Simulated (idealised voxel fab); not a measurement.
The process module that follows is named voxel local oxidation.
170 nm wide, 5 nm square cells: that's cross-section cut.
Bands, listed from the top down, are how a cross-section gets written in this document; the cross-section itself is a grid of square cells, and a band is one or more rows of them. Quick guide to a band line: top height, bottom height (nm) up front; then every material left to right with its width in nm. Only one material and it's marked "everywhere"? Then it fills the band edge to edge. And "empty" just means empty space. Measure heights from 0. That's the level where, below it, the as-received wafer is all one material. The lowest band is bottomless and extends downward; write it as in "0 -> down". Top row gets the first number, bottom row gets the second, and each row in between changes by the same step: that is how a band width like "30->40" works. A step reported as "no alterations made" is a step in which no cell of the cross-section changed. Entry "Enclosed void list" = empty spaces >= 8 cells with no open way to the top; each as width x height at distance, distance from left edge, all nm. If you see something after the settings on a step's line, that's the simulator's own remark about that step. A step's line can hold "overlay nm"; with a mask on that step, the setting says how far right of the planned place the mask lay, while a negative setting says it lay to the left.
**Intended process steps**
1,op RECEIVE | material Si
2,op CONFORMAL_DEP | material SiO2 | thk nm 5
3,op CONFORMAL_DEP | material SiN | thk nm 10
4,op PATTERN | tone cover | mask id ACTIVE | material resist | width nm 95 | thk nm 15 | overlay nm 0
5,op DIRECTIONAL_ETCH | etch materials SiN | depth nm 10
6,op STRIP | etch materials resist
7,op SELECTIVE_ETCH | etch materials SiO2 | depth nm 5
8,op OXIDIZE | depth nm 15
9,op STRIP | etch materials SiN
**first wafer, as planned**
**Cross-section: wafer on arrival = after step 1**
- 0 -> down | Si everywhere
- Enclosed void list: none
**The following cross-section depicts the wafer upon completion of step 2**
- 5 -> 0 | SiO2 everywhere
- Rest of section, below 0: as before.
**The following cross-section depicts the wafer upon completion of step 3**
- 15 -> 5 | SiN everywhere
- Rest of section, below 5: as before.
**The following cross-section depicts the wafer upon completion of step 4**
- 30 -> 15 | empty 35 nm | resist 95 nm | empty 40 nm
- Rest of section, below 15: as before.
**The following cross-section depicts the wafer upon completion of step 5**
- 30 -> 15 | empty 35 nm | resist 95 nm | empty 40 nm
- 15 -> 5 | empty 35 nm | SiN 95 nm | empty 40 nm
- Rest of section, below 5: as before.
**The following cross-section depicts the wafer upon completion of step 6**
- 15 -> 5 | empty 35 nm | SiN 95 nm | empty 40 nm
- Rest of section, below 5: as before.
**The following cross-section depicts the wafer upon completion of step 7**
- 15 -> 5 | empty 35 nm | SiN 95 nm | empty 40 nm
- 5 -> 0 | empty 40 nm | SiO2 85 nm | empty 45 nm
- Rest of section, below 0: as before.
**The following cross-section depicts the wafer upon completion of step 8**
- 15 -> 5 | empty 35 nm | SiN 95 nm | empty 40 nm
- 5 -> 0 | empty 40 nm | SiO2 85 nm | empty 45 nm
- 0 -> -15 | SiO2 55 nm | Si 55 nm | SiO2 60 nm
- Rest of section, below -15: as before.
**The following cross-section depicts the wafer upon completion of step 9**
- 5 -> 0 | empty 40 nm | SiO2 85 nm | empty 45 nm
- Rest of section, below 0: as before.
**What follows concerns the second wafer, which started out like the first and was meant to follow the very same plan; one mistake crept in when it was run, but everything up to and including step 1 is the same as for the first wafer**
At the planned end of step 2, the second wafer in cross-section: no alterations made
**At the planned end of step 3, the second wafer in cross-section**
- 10 -> 0 | SiN everywhere
- Rest of section, below 0: as before.
**At the planned end of step 4, the second wafer in cross-section**
- 25 -> 10 | empty 35 nm | resist 95 nm | empty 40 nm
- Rest of section, below 10: as before.
**At the planned end of step 5, the second wafer in cross-section**
- 25 -> 10 | empty 35 nm | resist 95 nm | empty 40 nm
- 10 -> 0 | empty 35 nm | SiN 95 nm | empty 40 nm
- Rest of section, below 0: as before.
**At the planned end of step 6, the second wafer in cross-section**
- 10 -> 0 | empty 35 nm | SiN 95 nm | empty 40 nm
- Rest of section, below 0: as before.
At the planned end of step 7, the second wafer in cross-section: no alterations made
**At the planned end of step 8, the second wafer in cross-section**
- 10 -> 0 | empty 35 nm | SiN 95 nm | empty 40 nm
- 0 -> -15 | SiO2 50 nm | Si 65 nm | SiO2 55 nm
- Rest of section, below -15: as before.
**At the planned end of step 9, the second wafer in cross-section**
- 0 -> -15 | SiO2 50 nm | Si 65 nm | SiO2 55 nm
- Rest of section, below -15: as before.
In executing the process, a mistake was made relative to the plan: no execution of plan step 2; skipped
End of process, cell counts, second wafer against first, materials with more or fewer: +6 Si; -23 SiO2
